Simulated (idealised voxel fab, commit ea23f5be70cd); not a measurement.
process module | voxel transistor to metal
Section shown: cut. Width: 290 nm. Cell size: 5 nm, square.
Notation: cross-section as square-cell grid; stated in bands, top first, going down; one or more cell rows per band. Band: top and bottom heights (nm) first, top before bottom; then materials from left to right, widths in nm. "everywhere" marks a sole material filling the band edge to edge. "blank" denotes empty space. Heights are expressed relative to 0, this being the level below which the as-received wafer comprises one material exclusively. The lowest band is unbounded in the downward direction and is denoted as in "0 nm and below". Quick explanation for "30->40": the width changes in equal steps down the rows of cells, from the first number in the band's top row to the second number in its bottom row. Where the words "nothing got changed" appear for a step, the cross-section shows no cell changed by that step; every cell remained as before. The list in "Enclosed internal voids" covers empty spaces of 8 cells or more that cannot reach the top through any open way, and it gives each as width x height at distance; the distance is from the left edge, and width, height and distance are in nm. Text after the settings on a step's line: the simulator's own remark on that step. "overlay nm", when on a step's line for a step with a mask, measures how far to the right of its planned place the mask lay; a negative measure means to the left. Guide to the pairs. Each holds a before and an after cross-section around one process step; the after cross-section is cut off at the lowest band that changed. Look under the pair for the step between them and its settings. Pairs can come from different runs of this module on the same starting wafer, so a pair follows on from the one above it only where its entry headed "Before the process" says it does.

**Before the process**
35 nm to 30 nm: 60 nm blank; 10 nm SiN; 5 nm blank; 25 nm SiCN; 5 nm blank; 10 nm SiN; 60 nm blank; 10 nm SiN; 5 nm blank; 25 nm SiCN; 5 nm blank; 10 nm SiN; 60 nm blank
30 nm to 25 nm: 60 nm blank; 10 nm SiN; 5 nm SiO2; 25 nm SiCN; 5 nm SiO2; 10 nm SiN; 60 nm blank; 10 nm SiN; 5 nm SiO2; 25 nm SiCN; 5 nm SiO2; 10 nm SiN; 60 nm blank
25 nm to 10 nm: 60 nm blank; 10 nm SiN; 5 nm SiO2; 25 nm polySi; 5 nm SiO2; 10 nm SiN; 60 nm blank; 10 nm SiN; 5 nm SiO2; 25 nm polySi; 5 nm SiO2; 10 nm SiN; 60 nm blank
10 nm to -5 nm: 40 nm blank; 20 nm nSi; 10 nm SiN; 5 nm SiO2; 25 nm polySi; 5 nm SiO2; 10 nm SiN; 20 nm nSi; 20 nm blank; 20 nm nSi; 10 nm SiN; 5 nm SiO2; 25 nm polySi; 5 nm SiO2; 10 nm SiN; 20 nm nSi; 40 nm blank
-5 nm to -10 nm: 35 nm blank; 25 nm nSi; 55 nm SiO2; 25 nm nSi; 10 nm blank; 25 nm nSi; 55 nm SiO2; 25 nm nSi; 35 nm blank
-10 nm to -25 nm: 40 nm SiO2; 20 nm nSi; 55 nm Si; 20 nm nSi; 20 nm SiO2; 20 nm nSi; 55 nm Si; 20 nm nSi; 40 nm SiO2
-25 nm to -75 nm: 40 nm SiO2; 95 nm Si; 20 nm SiO2; 95 nm Si; 40 nm SiO2
-75 nm and below: Si everywhere
Enclosed internal voids: none

**Post-Step Section View**
45 nm to 35 nm: SiO2 everywhere
35 nm to 25 nm: 60 nm SiO2; 10 nm SiN; 5 nm SiO2; 25 nm SiCN; 5 nm SiO2; 10 nm SiN; 60 nm SiO2; 10 nm SiN; 5 nm SiO2; 25 nm SiCN; 5 nm SiO2; 10 nm SiN; 60 nm SiO2
25 nm to 10 nm: 60 nm SiO2; 10 nm SiN; 5 nm SiO2; 25 nm polySi; 5 nm SiO2; 10 nm SiN; 60 nm SiO2; 10 nm SiN; 5 nm SiO2; 25 nm polySi; 5 nm SiO2; 10 nm SiN; 60 nm SiO2
10 nm to -5 nm: 40 nm SiO2; 20 nm nSi; 10 nm SiN; 5 nm SiO2; 25 nm polySi; 5 nm SiO2; 10 nm SiN; 20 nm nSi; 20 nm SiO2; 20 nm nSi; 10 nm SiN; 5 nm SiO2; 25 nm polySi; 5 nm SiO2; 10 nm SiN; 20 nm nSi; 40 nm SiO2
-5 nm to -10 nm: 35 nm SiO2; 25 nm nSi; 55 nm SiO2; 25 nm nSi; 10 nm SiO2; 25 nm nSi; 55 nm SiO2; 25 nm nSi; 35 nm SiO2
Everything below -10 is unchanged.
Enclosed internal voids: none
The step that takes the structure from the upper cross-section to the lower one is FILL_DEP [material SiO2] [thk nm 10]

Before the process: starting point is the after cross-section of the pair just above.

**Post-Step Section View**
25 nm to 10 nm: 60 nm SiO2; 10 nm SiN; 5 nm SiO2; 25 nm polySi; 5 nm SiO2; 10 nm SiN; 60 nm SiO2; 10 nm SiN; 5 nm SiO2; 25 nm polySi; 5 nm SiO2; 10 nm SiN; 60 nm SiO2
Everything below 10 is unchanged.
Enclosed internal voids: none
The step that takes the structure from the upper cross-section to the lower one is CMP [height nm 25]

Before the process: starting point is the after cross-section of the pair just above.

**Post-Step Section View**
25 nm to 10 nm: 60 nm SiO2; 10 nm SiN; 5 nm SiO2; 25 nm blank; 5 nm SiO2; 10 nm SiN; 60 nm SiO2; 10 nm SiN; 5 nm SiO2; 25 nm blank; 5 nm SiO2; 10 nm SiN; 60 nm SiO2
10 nm to -5 nm: 40 nm SiO2; 20 nm nSi; 10 nm SiN; 5 nm SiO2; 25 nm blank; 5 nm SiO2; 10 nm SiN; 20 nm nSi; 20 nm SiO2; 20 nm nSi; 10 nm SiN; 5 nm SiO2; 25 nm blank; 5 nm SiO2; 10 nm SiN; 20 nm nSi; 40 nm SiO2
Everything below -5 is unchanged.
Enclosed internal voids: none
The step that takes the structure from the upper cross-section to the lower one is STRIP [etch materials polySi]

Before the process: starting point is the after cross-section of the pair just above.

**Post-Step Section View**
25 nm to 20 nm: 60 nm blank; 10 nm SiN; 35 nm blank; 10 nm SiN; 60 nm blank; 10 nm SiN; 35 nm blank; 10 nm SiN; 60 nm blank
20 nm to 10 nm: 60 nm SiO2; 10 nm SiN; 35 nm blank; 10 nm SiN; 60 nm SiO2; 10 nm SiN; 35 nm blank; 10 nm SiN; 60 nm SiO2
10 nm to -5 nm: 40 nm SiO2; 20 nm nSi; 10 nm SiN; 35 nm blank; 10 nm SiN; 20 nm nSi; 20 nm SiO2; 20 nm nSi; 10 nm SiN; 35 nm blank; 10 nm SiN; 20 nm nSi; 40 nm SiO2
-5 nm to -10 nm: 35 nm SiO2; 25 nm nSi; 10 nm SiO2; 35 nm blank; 10 nm SiO2; 25 nm nSi; 10 nm SiO2; 25 nm nSi; 10 nm SiO2; 35 nm blank; 10 nm SiO2; 25 nm nSi; 35 nm SiO2
Everything below -10 is unchanged.
Enclosed internal voids: none
The step that takes the structure from the upper cross-section to the lower one is SELECTIVE_ETCH [etch materials SiO2] [depth nm 5]

Before the process: starting point is the after cross-section of the pair just above.

**Post-Step Section View**
30 nm to 25 nm: 55 nm blank; 20 nm HfO2; 25 nm blank; 20 nm HfO2; 50 nm blank; 20 nm HfO2; 25 nm blank; 20 nm HfO2; 55 nm blank
25 nm to 20 nm: 60 nm HfO2; 10 nm SiN; 5 nm HfO2; 25 nm blank; 5 nm HfO2; 10 nm SiN; 60 nm HfO2; 10 nm SiN; 5 nm HfO2; 25 nm blank; 5 nm HfO2; 10 nm SiN; 60 nm HfO2
20 nm to 10 nm: 60 nm SiO2; 10 nm SiN; 5 nm HfO2; 25 nm blank; 5 nm HfO2; 10 nm SiN; 60 nm SiO2; 10 nm SiN; 5 nm HfO2; 25 nm blank; 5 nm HfO2; 10 nm SiN; 60 nm SiO2
10 nm to -5 nm: 40 nm SiO2; 20 nm nSi; 10 nm SiN; 5 nm HfO2; 25 nm blank; 5 nm HfO2; 10 nm SiN; 20 nm nSi; 20 nm SiO2; 20 nm nSi; 10 nm SiN; 5 nm HfO2; 25 nm blank; 5 nm HfO2; 10 nm SiN; 20 nm nSi; 40 nm SiO2
-5 nm to -10 nm: 35 nm SiO2; 25 nm nSi; 10 nm SiO2; 35 nm HfO2; 10 nm SiO2; 25 nm nSi; 10 nm SiO2; 25 nm nSi; 10 nm SiO2; 35 nm HfO2; 10 nm SiO2; 25 nm nSi; 35 nm SiO2
Everything below -10 is unchanged.
Enclosed internal voids: none
The step that takes the structure from the upper cross-section to the lower one is CONFORMAL_DEP [material HfO2] [thk nm 5]

Before the process: starting point is the after cross-section of the pair just above.

**Post-Step Section View**
35 nm to 30 nm: 50 nm blank; 30 nm TiN; 15 nm blank; 30 nm TiN; 40 nm blank; 30 nm TiN; 15 nm blank; 30 nm TiN; 50 nm blank
30 nm to 25 nm: 55 nm TiN; 20 nm HfO2; 5 nm TiN; 15 nm blank; 5 nm TiN; 20 nm HfO2; 50 nm TiN; 20 nm HfO2; 5 nm TiN; 15 nm blank; 5 nm TiN; 20 nm HfO2; 55 nm TiN
25 nm to 20 nm: 60 nm HfO2; 10 nm SiN; 5 nm HfO2; 5 nm TiN; 15 nm blank; 5 nm TiN; 5 nm HfO2; 10 nm SiN; 60 nm HfO2; 10 nm SiN; 5 nm HfO2; 5 nm TiN; 15 nm blank; 5 nm TiN; 5 nm HfO2; 10 nm SiN; 60 nm HfO2
20 nm to 10 nm: 60 nm SiO2; 10 nm SiN; 5 nm HfO2; 5 nm TiN; 15 nm blank; 5 nm TiN; 5 nm HfO2; 10 nm SiN; 60 nm SiO2; 10 nm SiN; 5 nm HfO2; 5 nm TiN; 15 nm blank; 5 nm TiN; 5 nm HfO2; 10 nm SiN; 60 nm SiO2
10 nm to 0 nm: 40 nm SiO2; 20 nm nSi; 10 nm SiN; 5 nm HfO2; 5 nm TiN; 15 nm blank; 5 nm TiN; 5 nm HfO2; 10 nm SiN; 20 nm nSi; 20 nm SiO2; 20 nm nSi; 10 nm SiN; 5 nm HfO2; 5 nm TiN; 15 nm blank; 5 nm TiN; 5 nm HfO2; 10 nm SiN; 20 nm nSi; 40 nm SiO2
0 nm to -5 nm: 40 nm SiO2; 20 nm nSi; 10 nm SiN; 5 nm HfO2; 25 nm TiN; 5 nm HfO2; 10 nm SiN; 20 nm nSi; 20 nm SiO2; 20 nm nSi; 10 nm SiN; 5 nm HfO2; 25 nm TiN; 5 nm HfO2; 10 nm SiN; 20 nm nSi; 40 nm SiO2
Everything below -5 is unchanged.
Enclosed internal voids: none
The step that takes the structure from the upper cross-section to the lower one is CONFORMAL_DEP [material TiN] [thk nm 5]

Before the process: starting point is the after cross-section of the pair just above.

**Post-Step Section View**
40 nm to 35 nm: W everywhere
35 nm to 30 nm: 50 nm W; 30 nm TiN; 15 nm W; 30 nm TiN; 40 nm W; 30 nm TiN; 15 nm W; 30 nm TiN; 50 nm W
30 nm to 25 nm: 55 nm TiN; 20 nm HfO2; 5 nm TiN; 15 nm W; 5 nm TiN; 20 nm HfO2; 50 nm TiN; 20 nm HfO2; 5 nm TiN; 15 nm W; 5 nm TiN; 20 nm HfO2; 55 nm TiN
25 nm to 20 nm: 60 nm HfO2; 10 nm SiN; 5 nm HfO2; 5 nm TiN; 15 nm W; 5 nm TiN; 5 nm HfO2; 10 nm SiN; 60 nm HfO2; 10 nm SiN; 5 nm HfO2; 5 nm TiN; 15 nm W; 5 nm TiN; 5 nm HfO2; 10 nm SiN; 60 nm HfO2
20 nm to 10 nm: 60 nm SiO2; 10 nm SiN; 5 nm HfO2; 5 nm TiN; 15 nm W; 5 nm TiN; 5 nm HfO2; 10 nm SiN; 60 nm SiO2; 10 nm SiN; 5 nm HfO2; 5 nm TiN; 15 nm W; 5 nm TiN; 5 nm HfO2; 10 nm SiN; 60 nm SiO2
10 nm to 0 nm: 40 nm SiO2; 20 nm nSi; 10 nm SiN; 5 nm HfO2; 5 nm TiN; 15 nm W; 5 nm TiN; 5 nm HfO2; 10 nm SiN; 20 nm nSi; 20 nm SiO2; 20 nm nSi; 10 nm SiN; 5 nm HfO2; 5 nm TiN; 15 nm W; 5 nm TiN; 5 nm HfO2; 10 nm SiN; 20 nm nSi; 40 nm SiO2
Everything below 0 is unchanged.
Enclosed internal voids: none
The step that takes the structure from the upper cross-section to the lower one is FILL_DEP [material W] [thk nm 5]

Before the process: starting point is the after cross-section of the pair just above.

**Post-Step Section View**
20 nm to 10 nm: 60 nm SiO2; 10 nm SiN; 5 nm HfO2; 5 nm TiN; 15 nm W; 5 nm TiN; 5 nm HfO2; 10 nm SiN; 60 nm SiO2; 10 nm SiN; 5 nm HfO2; 5 nm TiN; 15 nm W; 5 nm TiN; 5 nm HfO2; 10 nm SiN; 60 nm SiO2
Everything below 10 is unchanged.
Enclosed internal voids: none
The step that takes the structure from the upper cross-section to the lower one is CMP [height nm 20]

Before the process: starting point is the after cross-section of the pair just above.

**Post-Step Section View**
30 nm to 20 nm: SiO2 everywhere
Everything below 20 is unchanged.
Enclosed internal voids: none
The step that takes the structure from the upper cross-section to the lower one is DIRECTIONAL_DEP [material SiO2] [thk nm 10]

Before the process: starting point is the after cross-section of the pair just above.

**Post-Step Section View**
45 nm to 30 nm: 45 nm resist; 15 nm blank; 55 nm resist; 15 nm blank; 30 nm resist; 15 nm blank; 55 nm resist; 15 nm blank; 45 nm resist
Everything below 30 is unchanged.
Enclosed internal voids: none
The step that takes the structure from the upper cross-section to the lower one is PATTERN [tone open] [mask id CONTACT] [material resist] [width nm 15] [thk nm 15] [overlay nm 0]

Before the process: starting point is the after cross-section of the pair just above.

**Post-Step Section View**
45 nm to 30 nm: 45 nm resist; 15 nm blank; 55 nm resist; 15 nm blank; 30 nm resist; 15 nm blank; 55 nm resist; 15 nm blank; 45 nm resist
30 nm to 20 nm: 45 nm SiO2; 15 nm blank; 55 nm SiO2; 15 nm blank; 30 nm SiO2; 15 nm blank; 55 nm SiO2; 15 nm blank; 45 nm SiO2
20 nm to 10 nm: 45 nm SiO2; 15 nm blank; 10 nm SiN; 5 nm HfO2; 5 nm TiN; 15 nm W; 5 nm TiN; 5 nm HfO2; 10 nm SiN; 15 nm blank; 30 nm SiO2; 15 nm blank; 10 nm SiN; 5 nm HfO2; 5 nm TiN; 15 nm W; 5 nm TiN; 5 nm HfO2; 10 nm SiN; 15 nm blank; 45 nm SiO2
Everything below 10 is unchanged.
Enclosed internal voids: none
The step that takes the structure from the upper cross-section to the lower one is DIRECTIONAL_ETCH [etch materials SiO2] [depth nm 20]

Before the process: starting point is the after cross-section of the pair just above.

**Post-Step Section View**
30 nm to 20 nm: 45 nm SiO2; 15 nm blank; 55 nm SiO2; 15 nm blank; 30 nm SiO2; 15 nm blank; 55 nm SiO2; 15 nm blank; 45 nm SiO2
Everything below 20 is unchanged.
Enclosed internal voids: none
The step that takes the structure from the upper cross-section to the lower one is STRIP [etch materials resist]

Before the process: starting point is the after cross-section of the pair just above.

**Post-Step Section View**
35 nm to 30 nm: 50 nm TiN; 5 nm blank; 65 nm TiN; 5 nm blank; 40 nm TiN; 5 nm blank; 65 nm TiN; 5 nm blank; 50 nm TiN
30 nm to 20 nm: 45 nm SiO2; 5 nm TiN; 5 nm blank; 5 nm TiN; 55 nm SiO2; 5 nm TiN; 5 nm blank; 5 nm TiN; 30 nm SiO2; 5 nm TiN; 5 nm blank; 5 nm TiN; 55 nm SiO2; 5 nm TiN; 5 nm blank; 5 nm TiN; 45 nm SiO2
20 nm to 15 nm: 45 nm SiO2; 5 nm TiN; 5 nm blank; 5 nm TiN; 10 nm SiN; 5 nm HfO2; 5 nm TiN; 15 nm W; 5 nm TiN; 5 nm HfO2; 10 nm SiN; 5 nm TiN; 5 nm blank; 5 nm TiN; 30 nm SiO2; 5 nm TiN; 5 nm blank; 5 nm TiN; 10 nm SiN; 5 nm HfO2; 5 nm TiN; 15 nm W; 5 nm TiN; 5 nm HfO2; 10 nm SiN; 5 nm TiN; 5 nm blank; 5 nm TiN; 45 nm SiO2
15 nm to 10 nm: 45 nm SiO2; 15 nm TiN; 10 nm SiN; 5 nm HfO2; 5 nm TiN; 15 nm W; 5 nm TiN; 5 nm HfO2; 10 nm SiN; 15 nm TiN; 30 nm SiO2; 15 nm TiN; 10 nm SiN; 5 nm HfO2; 5 nm TiN; 15 nm W; 5 nm TiN; 5 nm HfO2; 10 nm SiN; 15 nm TiN; 45 nm SiO2
Everything below 10 is unchanged.
Enclosed internal voids: none
The step that takes the structure from the upper cross-section to the lower one is CONFORMAL_DEP [material TiN] [thk nm 5]

Before the process: starting point is the after cross-section of the pair just above.

**Post-Step Section View**
40 nm to 35 nm: W everywhere
35 nm to 30 nm: 50 nm TiN; 5 nm W; 65 nm TiN; 5 nm W; 40 nm TiN; 5 nm W; 65 nm TiN; 5 nm W; 50 nm TiN
30 nm to 20 nm: 45 nm SiO2; 5 nm TiN; 5 nm W; 5 nm TiN; 55 nm SiO2; 5 nm TiN; 5 nm W; 5 nm TiN; 30 nm SiO2; 5 nm TiN; 5 nm W; 5 nm TiN; 55 nm SiO2; 5 nm TiN; 5 nm W; 5 nm TiN; 45 nm SiO2
20 nm to 15 nm: 45 nm SiO2; 5 nm TiN; 5 nm W; 5 nm TiN; 10 nm SiN; 5 nm HfO2; 5 nm TiN; 15 nm W; 5 nm TiN; 5 nm HfO2; 10 nm SiN; 5 nm TiN; 5 nm W; 5 nm TiN; 30 nm SiO2; 5 nm TiN; 5 nm W; 5 nm TiN; 10 nm SiN; 5 nm HfO2; 5 nm TiN; 15 nm W; 5 nm TiN; 5 nm HfO2; 10 nm SiN; 5 nm TiN; 5 nm W; 5 nm TiN; 45 nm SiO2
Everything below 15 is unchanged.
Enclosed internal voids: none
The step that takes the structure from the upper cross-section to the lower one is FILL_DEP [material W] [thk nm 5]

Before the process: starting point is the after cross-section of the pair just above.

**Post-Step Section View**
30 nm to 20 nm: 45 nm SiO2; 5 nm TiN; 5 nm W; 5 nm TiN; 55 nm SiO2; 5 nm TiN; 5 nm W; 5 nm TiN; 30 nm SiO2; 5 nm TiN; 5 nm W; 5 nm TiN; 55 nm SiO2; 5 nm TiN; 5 nm W; 5 nm TiN; 45 nm SiO2
Everything below 20 is unchanged.
Enclosed internal voids: none
The step that takes the structure from the upper cross-section to the lower one is CMP [height nm 30]

Before the process: starting point is the after cross-section of the pair just above.

**Post-Step Section View**
35 nm to 30 nm: SiN everywhere
Everything below 30 is unchanged.
Enclosed internal voids: none
The step that takes the structure from the upper cross-section to the lower one is CONFORMAL_DEP [material SiN] [thk nm 5]

Before the process: starting point is the after cross-section of the pair just above.

**Post-Step Section View**
55 nm to 35 nm: lowk everywhere
Everything below 35 is unchanged.
Enclosed internal voids: none
The step that takes the structure from the upper cross-section to the lower one is DIRECTIONAL_DEP [material lowk] [thk nm 20]

Before the process: starting point is the after cross-section of the pair just above.

**Post-Step Section View**
55 nm to 35 nm: 45 nm lowk; 15 nm blank; 55 nm lowk; 15 nm blank; 30 nm lowk; 15 nm blank; 55 nm lowk; 15 nm blank; 45 nm lowk
Everything below 35 is unchanged.
Enclosed internal voids: none
The step that takes the structure from the upper cross-section to the lower one is MASKED_ETCH [tone open] [mask id METAL_1] [width nm 15] [etch materials lowk] [depth nm 20] [overlay nm 0]

Before the process: starting point is the after cross-section of the pair just above.

**Post-Step Section View**
55 nm to 35 nm: 45 nm lowk; 15 nm blank; 55 nm lowk; 15 nm blank; 30 nm lowk; 15 nm blank; 55 nm lowk; 15 nm blank; 45 nm lowk
35 nm to 30 nm: 45 nm SiN; 15 nm blank; 55 nm SiN; 15 nm blank; 30 nm SiN; 15 nm blank; 55 nm SiN; 15 nm blank; 45 nm SiN
Everything below 30 is unchanged.
Enclosed internal voids: none
The step that takes the structure from the upper cross-section to the lower one is MASKED_ETCH [tone open] [mask id METAL_1] [width nm 15] [etch materials SiN] [depth nm 5] [overlay nm 0]

Before the process: starting point is the after cross-section of the pair just above.

**Post-Step Section View**
60 nm to 55 nm: 50 nm TiN; 5 nm blank; 65 nm TiN; 5 nm blank; 40 nm TiN; 5 nm blank; 65 nm TiN; 5 nm blank; 50 nm TiN
55 nm to 35 nm: 45 nm lowk; 5 nm TiN; 5 nm blank; 5 nm TiN; 55 nm lowk; 5 nm TiN; 5 nm blank; 5 nm TiN; 30 nm lowk; 5 nm TiN; 5 nm blank; 5 nm TiN; 55 nm lowk; 5 nm TiN; 5 nm blank; 5 nm TiN; 45 nm lowk
35 nm to 30 nm: 45 nm SiN; 15 nm TiN; 55 nm SiN; 15 nm TiN; 30 nm SiN; 15 nm TiN; 55 nm SiN; 15 nm TiN; 45 nm SiN
Everything below 30 is unchanged.
Enclosed internal voids: none
The step that takes the structure from the upper cross-section to the lower one is CONFORMAL_DEP [material TiN] [thk nm 5]

Before the process: starting point is the after cross-section of the pair just above.

**Post-Step Section View**
70 nm to 60 nm: Ru everywhere
60 nm to 55 nm: 50 nm TiN; 5 nm Ru; 65 nm TiN; 5 nm Ru; 40 nm TiN; 5 nm Ru; 65 nm TiN; 5 nm Ru; 50 nm TiN
55 nm to 35 nm: 45 nm lowk; 5 nm TiN; 5 nm Ru; 5 nm TiN; 55 nm lowk; 5 nm TiN; 5 nm Ru; 5 nm TiN; 30 nm lowk; 5 nm TiN; 5 nm Ru; 5 nm TiN; 55 nm lowk; 5 nm TiN; 5 nm Ru; 5 nm TiN; 45 nm lowk
Everything below 35 is unchanged.
Enclosed internal voids: none
The step that takes the structure from the upper cross-section to the lower one is FILL_DEP [material Ru] [thk nm 10]

Before the process: starting point is the after cross-section of the pair just above.

**Post-Step Section View**
55 nm to 35 nm: 45 nm lowk; 5 nm TiN; 5 nm Ru; 5 nm TiN; 55 nm lowk; 5 nm TiN; 5 nm Ru; 5 nm TiN; 30 nm lowk; 5 nm TiN; 5 nm Ru; 5 nm TiN; 55 nm lowk; 5 nm TiN; 5 nm Ru; 5 nm TiN; 45 nm lowk
Everything below 35 is unchanged.
Enclosed internal voids: none
The step that takes the structure from the upper cross-section to the lower one is CMP [height nm 55]

Before the process: starting point is the after cross-section of the pair just above.

**Post-Step Section View**
60 nm to 55 nm: SiCN everywhere
Everything below 55 is unchanged.
Enclosed internal voids: none
The step that takes the structure from the upper cross-section to the lower one is CONFORMAL_DEP [material SiCN] [thk nm 5]

Before the process: starting point is the after cross-section of the pair just above.

**Post-Step Section View**
85 nm to 60 nm: lowk everywhere
Everything below 60 is unchanged.
Enclosed internal voids: none
The step that takes the structure from the upper cross-section to the lower one is DIRECTIONAL_DEP [material lowk] [thk nm 25]

Before the process: starting point is the after cross-section of the pair just above.

**Post-Step Section View**
100 nm to 85 nm: 45 nm resist; 15 nm blank; 100 nm resist; 15 nm blank; 115 nm resist
Everything below 85 is unchanged.
Enclosed internal voids: none
The step that takes the structure from the upper cross-section to the lower one is PATTERN [tone open] [mask id METAL_2] [material resist] [width nm 15] [pitch nm 115] [thk nm 15] [overlay nm 0]

Before the process: starting point is the after cross-section of the pair just above.

**Post-Step Section View**
100 nm to 85 nm: 45 nm resist; 15 nm blank; 100 nm resist; 15 nm blank; 115 nm resist
85 nm to 70 nm: 45 nm lowk; 15 nm blank; 100 nm lowk; 15 nm blank; 115 nm lowk
Everything below 70 is unchanged.
Enclosed internal voids: none
The step that takes the structure from the upper cross-section to the lower one is DIRECTIONAL_ETCH [etch materials lowk] [depth nm 15]

Before the process: starting point is the after cross-section of the pair just above.

**Post-Step Section View**
85 nm to 70 nm: 45 nm lowk; 15 nm blank; 100 nm lowk; 15 nm blank; 115 nm lowk
Everything below 70 is unchanged.
Enclosed internal voids: none
The step that takes the structure from the upper cross-section to the lower one is STRIP [etch materials resist]

Before the process: starting point is the after cross-section of the pair just above.

**Post-Step Section View**
100 nm to 85 nm: 45 nm aC; 15 nm blank; 100 nm aC; 15 nm blank; 115 nm aC
85 nm to 70 nm: 45 nm lowk; 15 nm aC; 100 nm lowk; 15 nm aC; 115 nm lowk
Everything below 70 is unchanged.
Enclosed internal voids: none
The step that takes the structure from the upper cross-section to the lower one is DIRECTIONAL_DEP [material aC] [thk nm 15]

Before the process: starting point is the after cross-section of the pair just above.

**Post-Step Section View**
130 nm to 100 nm: 45 nm resist; 15 nm blank; 100 nm resist; 15 nm blank; 115 nm resist
Everything below 100 is unchanged.
Enclosed internal voids: none
The step that takes the structure from the upper cross-section to the lower one is PATTERN [tone open] [mask id METAL_2_HOLES] [material resist] [width nm 15] [pitch nm 115] [thk nm 30] [overlay nm 0]

Before the process: starting point is the after cross-section of the pair just above.

**Post-Step Section View**
115 nm to 100 nm: 45 nm resist; 15 nm blank; 100 nm resist; 15 nm blank; 115 nm resist
100 nm to 85 nm: 45 nm aC; 15 nm blank; 100 nm aC; 15 nm blank; 115 nm aC
85 nm to 70 nm: 45 nm lowk; 15 nm blank; 100 nm lowk; 15 nm blank; 115 nm lowk
Everything below 70 is unchanged.
Enclosed internal voids: none
The step that takes the structure from the upper cross-section to the lower one is DIRECTIONAL_ETCH [etch materials aC] [depth nm 15]

Before the process: starting point is the after cross-section of the pair just above.

**Post-Step Section View**
100 nm to 85 nm: 45 nm aC; 15 nm blank; 100 nm aC; 15 nm blank; 115 nm aC
Everything below 85 is unchanged.
Enclosed internal voids: none
The step that takes the structure from the upper cross-section to the lower one is STRIP [etch materials resist]

Before the process: starting point is the after cross-section of the pair just above.

**Post-Step Section View**
100 nm to 85 nm: 45 nm aC; 15 nm blank; 100 nm aC; 15 nm blank; 115 nm aC
85 nm to 60 nm: 45 nm lowk; 15 nm blank; 100 nm lowk; 15 nm blank; 115 nm lowk
Everything below 60 is unchanged.
Enclosed internal voids: none
The step that takes the structure from the upper cross-section to the lower one is DIRECTIONAL_ETCH [etch materials lowk] [depth nm 10]

Before the process: starting point is the after cross-section of the pair just above.

**Post-Step Section View**
100 nm to 85 nm: 45 nm aC; 15 nm blank; 100 nm aC; 15 nm blank; 115 nm aC
85 nm to 60 nm: 45 nm lowk; 15 nm blank; 100 nm lowk; 15 nm blank; 115 nm lowk
60 nm to 55 nm: 45 nm SiCN; 15 nm blank; 100 nm SiCN; 15 nm blank; 115 nm SiCN
Everything below 55 is unchanged.
Enclosed internal voids: none
The step that takes the structure from the upper cross-section to the lower one is DIRECTIONAL_ETCH [etch materials SiCN] [depth nm 5]

Before the process: starting point is the after cross-section of the pair just above.

**Post-Step Section View**
85 nm to 60 nm: 45 nm lowk; 15 nm blank; 100 nm lowk; 15 nm blank; 115 nm lowk
Everything below 60 is unchanged.
Enclosed internal voids: none
The step that takes the structure from the upper cross-section to the lower one is STRIP [etch materials aC]

Before the process: starting point is the after cross-section of the pair just above.

**Post-Step Section View**
90 nm to 85 nm: 50 nm TiN; 5 nm blank; 110 nm TiN; 5 nm blank; 120 nm TiN
85 nm to 60 nm: 45 nm lowk; 5 nm TiN; 5 nm blank; 5 nm TiN; 100 nm lowk; 5 nm TiN; 5 nm blank; 5 nm TiN; 115 nm lowk
60 nm to 55 nm: 45 nm SiCN; 15 nm TiN; 100 nm SiCN; 15 nm TiN; 115 nm SiCN
Everything below 55 is unchanged.
Enclosed internal voids: none
The step that takes the structure from the upper cross-section to the lower one is CONFORMAL_DEP [material TiN] [thk nm 5]

Before the process: starting point is the after cross-section of the pair just above.

**Post-Step Section View**
95 nm to 90 nm: Ru everywhere
90 nm to 85 nm: 50 nm TiN; 5 nm Ru; 110 nm TiN; 5 nm Ru; 120 nm TiN
85 nm to 60 nm: 45 nm lowk; 5 nm TiN; 5 nm Ru; 5 nm TiN; 100 nm lowk; 5 nm TiN; 5 nm Ru; 5 nm TiN; 115 nm lowk
Everything below 60 is unchanged.
Enclosed internal voids: none
The step that takes the structure from the upper cross-section to the lower one is FILL_DEP [material Ru] [thk nm 5]

Before the process: starting point is the after cross-section of the pair just above.

**Post-Step Section View**
85 nm to 60 nm: 45 nm lowk; 5 nm TiN; 5 nm Ru; 5 nm TiN; 100 nm lowk; 5 nm TiN; 5 nm Ru; 5 nm TiN; 115 nm lowk
Everything below 60 is unchanged.
Enclosed internal voids: none
The step that takes the structure from the upper cross-section to the lower one is CMP [height nm 85]

Before the process: starting point is the after cross-section of the pair just above.

**Post-Step Section View**
90 nm to 85 nm: SiCN everywhere
Everything below 85 is unchanged.
Enclosed internal voids: none
The step that takes the structure from the upper cross-section to the lower one is CONFORMAL_DEP [material SiCN] [thk nm 5]
